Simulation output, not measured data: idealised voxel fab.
Documented hereafter: the process module known as voxel capacitor over wiring.
The cross-section shown here is cut; it is 165 nm wide and divided into square cells measuring 5 nm on a side.
Cross-section layout: square cells on a grid; listed as bands, top to bottom; a band spans one or more cell rows.
What a band's entry tells you: where the top is and where the bottom is, as heights in nm, and after that what lies inside, material by material from left to right, each with its width in nm. Empty space is written as the word "air", and a single material marked with the word "edge to edge" occupies the band from edge to edge.
Below 0: as-received wafer, all one material; heights counted from there. Lowest band: no bottom, goes on down, written "0 and below".
Graded width ("30 to 40"): value in top row of band = first number; value in bottom row = second number; row-to-row change constant.
For the purposes of this document, the phrase "remains unaltered" attached to a step denotes that no cell within the cross-section was modified by that step.
Closed empty spaces (no open way to the top) of 8 cells or more are what "Catalogued sealed voids" lists, each as width x height at distance from the left edge, nm for all three.
What comes after the settings on a step's line is commentary from the simulator itself on that step.
"overlay nm" answers the question of how far to the right of plan the mask lay on a step that has a mask, and when it is negative the answer is to the left.
PROCESS STEPS - PLAN
1) RECEIVE: material Si
2) CONFORMAL_DEP: material SiO2, thk nm 10
3) DIRECTIONAL_DEP: material TiN, thk nm 5
4) DIRECTIONAL_DEP: material W, thk nm 25
5) PATTERN: tone cover, mask id METAL_1, material resist, width nm 30, pitch nm 90, thk nm 20, overlay nm 0
6) DIRECTIONAL_ETCH: etch materials W, depth nm 25
7) DIRECTIONAL_ETCH: etch materials TiN, depth nm 5
8) STRIP: etch materials resist
9) FILL_DEP: material lowk, thk nm 10
10) CMP: height nm 40
11) CONFORMAL_DEP: material SiCN, thk nm 5
12) DIRECTIONAL_DEP: material lowk, thk nm 10
13) MASKED_ETCH: tone open, mask id PLUG_1, width nm 15, etch materials lowk, depth nm 10, overlay nm 0
14) MASKED_ETCH: tone open, mask id PLUG_1, width nm 15, etch materials SiCN, depth nm 5, overlay nm 0
15) CONFORMAL_DEP: material TiN, thk nm 5
16) FILL_DEP: material Ru, thk nm 5
17) CMP: height nm 55
18) DIRECTIONAL_DEP: material TiN, thk nm 10
19) DIRECTIONAL_DEP: material SiN, thk nm 5
20) DIRECTIONAL_DEP: material TiN, thk nm 10
21) DIRECTIONAL_DEP: material aC, thk nm 15
22) PATTERN: tone cover, mask id UPPER_PLATE, material resist, width nm 65, thk nm 35, overlay nm 0
23) DIRECTIONAL_ETCH: etch materials aC, depth nm 15
24) STRIP: etch materials resist
25) DIRECTIONAL_ETCH: etch materials TiN, depth nm 10
26) DIRECTIONAL_ETCH: etch materials SiN, depth nm 5
27) STRIP: etch materials aC
28) MASKED_ETCH: tone cover, mask id LOWER_PLATE, width nm 75, etch materials TiN, depth nm 10, overlay nm 0
29) FILL_DEP: material SiO2, thk nm 20
30) CMP: height nm 95
31) PATTERN: tone open, mask id PLUG_2, material resist, width nm 15, thk nm 20, overlay nm 0
32) DIRECTIONAL_ETCH: etch materials SiO2, depth nm 15
33) STRIP: etch materials resist
34) CONFORMAL_DEP: material TiN, thk nm 5
35) FILL_DEP: material Ru, thk nm 10
36) CMP: height nm 95
37) CONFORMAL_DEP: material SiN, thk nm 5
AS RECEIVED, AFTER STEP 1
- 0 and below | Si edge to edge
- Catalogued sealed voids: none
LOOKING AT THE FIRST OF TWO WAFERS IN CROSS-SECTION AT END OF MODULE - RAN TO PLAN
- 100 down to 95 | SiN edge to edge
- 95 down to 85 | SiO2 45, then TiN 5, then Ru 5, then TiN 5, then SiO2 105
- 85 down to 80 | SiO2 45, then TiN 15, then SiO2 105
- 80 down to 70 | SiO2 35, then TiN 65, then SiO2 65
- 70 down to 65 | SiO2 35, then SiN 65, then SiO2 65
- 65 down to 55 | SiO2 30, then TiN 75, then SiO2 60
- 55 down to 45 | lowk 35, then TiN 5, then Ru 5, then TiN 5, then lowk 115
- 45 down to 40 | SiCN 35, then TiN 15, then SiCN 115
- 40 down to 15 | lowk 20, then W 30, then lowk 60, then W 30, then lowk 25
- 15 down to 10 | lowk 20, then TiN 30, then lowk 60, then TiN 30, then lowk 25
- 10 down to 0 | SiO2 edge to edge
- 0 and below | Si edge to edge
- Catalogued sealed voids: none
CROSS-SECTIONAL IMAGE OF THE SECOND WAFER OF THE TWO FOLLOWING COMPLETION OF THE MODULE. STARTING STATE AND PROCESS PLAN WERE THE SAME AS FOR THE FIRST WAFER; ONE EXECUTION ERROR OCCURRED
- 100 down to 95 | SiN edge to edge
- 95 down to 85 | SiO2 45, then TiN 5, then Ru 5, then TiN 5, then SiO2 105
- 85 down to 80 | SiO2 45, then TiN 15, then SiO2 105
- 80 down to 70 | SiO2 30, then TiN 75, then SiO2 60
- 70 down to 65 | SiO2 30, then SiN 75, then SiO2 60
- 65 down to 55 | SiO2 30, then TiN 75, then SiO2 60
- 55 down to 45 | lowk 35, then TiN 5, then Ru 5, then TiN 5, then lowk 115
- 45 down to 40 | SiCN 35, then TiN 15, then SiCN 115
- 40 down to 15 | lowk 20, then W 30, then lowk 60, then W 30, then lowk 25
- 15 down to 10 | lowk 20, then TiN 30, then lowk 60, then TiN 30, then lowk 25
- 10 down to 0 | SiO2 edge to edge
- 0 and below | Si edge to edge
- Catalogued sealed voids: none
In executing the process, a mistake was made relative to the plan: step 22, actual vs plan mismatch, actual run PATTERN: tone cover, mask id UPPER_PLATE, material resist, width nm 75, thk nm 35, overlay nm 0
Bottom line after processing is that, in cells, the second wafer is up or down on some materials versus the first: SiN: 2 more, SiO2: 6 fewer, TiN: 4 more
